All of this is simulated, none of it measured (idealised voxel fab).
Name of the process module below: voxel transistor to metal
For reference, the cross-section in this document is cut, with width 170 nm and square cells of 5 nm.
Cross-section spec: square-cell grid; bands listed top down; each band is one or more rows. The entry gives the band's vertical extent as a top height and a bottom height in nm, then its horizontal make-up as materials from left to right, each with a width in nm. "air" stands for empty space; a single material marked "full width" fills the band edge to edge. Measure heights from 0. That's the level where, below it, the as-received wafer is all one material. The lowest band is bottomless and extends downward; write it as in "z 0 and below". Quick explanation for "30..40": the width changes in equal steps down the rows of cells, from the first number in the band's top row to the second number in its bottom row. What does "remained unchanged" mean for a step? It means no cell of the cross-section changed in that step. Look at "Fully closed voids" for the closed voids: empty spaces with no open path to the top, sized 8 cells or up. Each is width x height at distance, distance from the left edge, all nm. If you see something after the settings on a step's line, that's the simulator's own remark about that step. overlay nm: step with mask; distance mask lay right of planned place; negative value = left of planned place.

THE STEPS PLANNED FOR THE PROCESS ARE AS FOLLOWS
1. RECEIVE (material Si)
2. OXIDIZE (depth nm 5)
3. CONFORMAL_DEP (material SiN; thk nm 15)
4. PATTERN (tone cover; mask id ACTIVE; material resist; width nm 95; thk nm 15; overlay nm 0)
5. DIRECTIONAL_ETCH (etch materials SiN; depth nm 15)
6. DIRECTIONAL_ETCH (etch materials SiO2; depth nm 5)
7. DIRECTIONAL_ETCH (etch materials Si; depth nm 25)
8. STRIP (etch materials resist)
9. OXIDIZE (depth nm 5)
10. FILL_DEP (material SiO2; thk nm 10)
11. CMP (height nm 15)
12. SELECTIVE_ETCH (etch materials SiO2; depth nm 15)
13. STRIP (etch materials SiN)
14. SELECTIVE_ETCH (etch materials SiO2; depth nm 5)
15. OXIDIZE (depth nm 5)
16. DIRECTIONAL_DEP (material polySi; thk nm 30)
17. DIRECTIONAL_DEP (material SiCN; thk nm 10)
18. MASKED_ETCH (tone cover; mask id GATE; width nm 15; etch materials SiCN; depth nm 20; overlay nm 0)
19. MASKED_ETCH (tone cover; mask id GATE; width nm 25; etch materials polySi; depth nm 40; overlay nm 0)
20. CONFORMAL_DEP (material SiN; thk nm 10)
21. DIRECTIONAL_ETCH (etch materials SiN; depth nm 10)
22. DIRECTIONAL_ETCH (etch materials SiO2; depth nm 5)
23. EPI (material nSi; thk nm 5)
24. FILL_DEP (material SiO2; thk nm 5)
25. CMP (height nm 35)
26. DIRECTIONAL_DEP (material SiO2; thk nm 15)
27. PATTERN (tone open; mask id CONTACT; material resist; width nm 25; pitch nm 60; thk nm 15; overlay nm 0)
28. DIRECTIONAL_ETCH (etch materials SiO2; depth nm 55)
29. STRIP (etch materials resist)
30. CONFORMAL_DEP (material TiN; thk nm 5)
31. FILL_DEP (material Ru; thk nm 5)
32. CMP (height nm 50)
33. CONFORMAL_DEP (material SiN; thk nm 5)
34. DIRECTIONAL_DEP (material SiO2; thk nm 20)
35. PATTERN (tone open; mask id METAL_1; material resist; width nm 15; pitch nm 70; thk nm 15; overlay nm 0)
36. DIRECTIONAL_ETCH (etch materials SiO2; depth nm 20)
37. DIRECTIONAL_ETCH (etch materials SiN; depth nm 5)
38. STRIP (etch materials resist)
39. CONFORMAL_DEP (material TiN; thk nm 5)
40. FILL_DEP (material Ru; thk nm 10)
41. CMP (height nm 75)
42. CONFORMAL_DEP (material SiN; thk nm 5)
Across this set of wafers, the varied parameter is the width nm of step 18. Starting conditions are identical for every wafer, and the plan reports the value assigned to the first wafer.

AS-RECEIVED CROSS-SECTION, FIRST OF SEVERAL WAFERS, POST STEP 1
	z 0 and below = Si full width
	Fully closed voids: none

BELOW: A ROW PER WAFER. CONTENTS AT END OF MODULE: FOR EVERY MATERIAL, CELLS GAINED SINCE RECEIPT (+) OR LOST SINCE RECEIPT (-); THEN CLOSED VOIDS
width nm 15 | +56 Ru | -153 Si | +6 SiCN | +94 SiN | +429 SiO2 | +72 TiN | +10 nSi | +30 polySi | Fully closed voids: none
width nm 20 | +54 Ru | -153 Si | +8 SiCN | +94 SiN | +429 SiO2 | +72 TiN | +10 nSi | +30 polySi | Fully closed voids: none
width nm 25 | +52 Ru | -153 Si | +10 SiCN | +94 SiN | +429 SiO2 | +72 TiN | +10 nSi | +30 polySi | Fully closed voids: none
width nm 30 | +44 Ru | -153 Si | +12 SiCN | +94 SiN | +430 SiO2 | +72 TiN | +9 nSi | +36 polySi | Fully closed voids: none
width nm 35 | +36 Ru | -153 Si | +14 SiCN | +94 SiN | +431 SiO2 | +72 TiN | +8 nSi | +42 polySi | Fully closed voids: none
width nm 40 | +28 Ru | -153 Si | +16 SiCN | +94 SiN | +432 SiO2 | +72 TiN | +7 nSi | +48 polySi | Fully closed voids: none
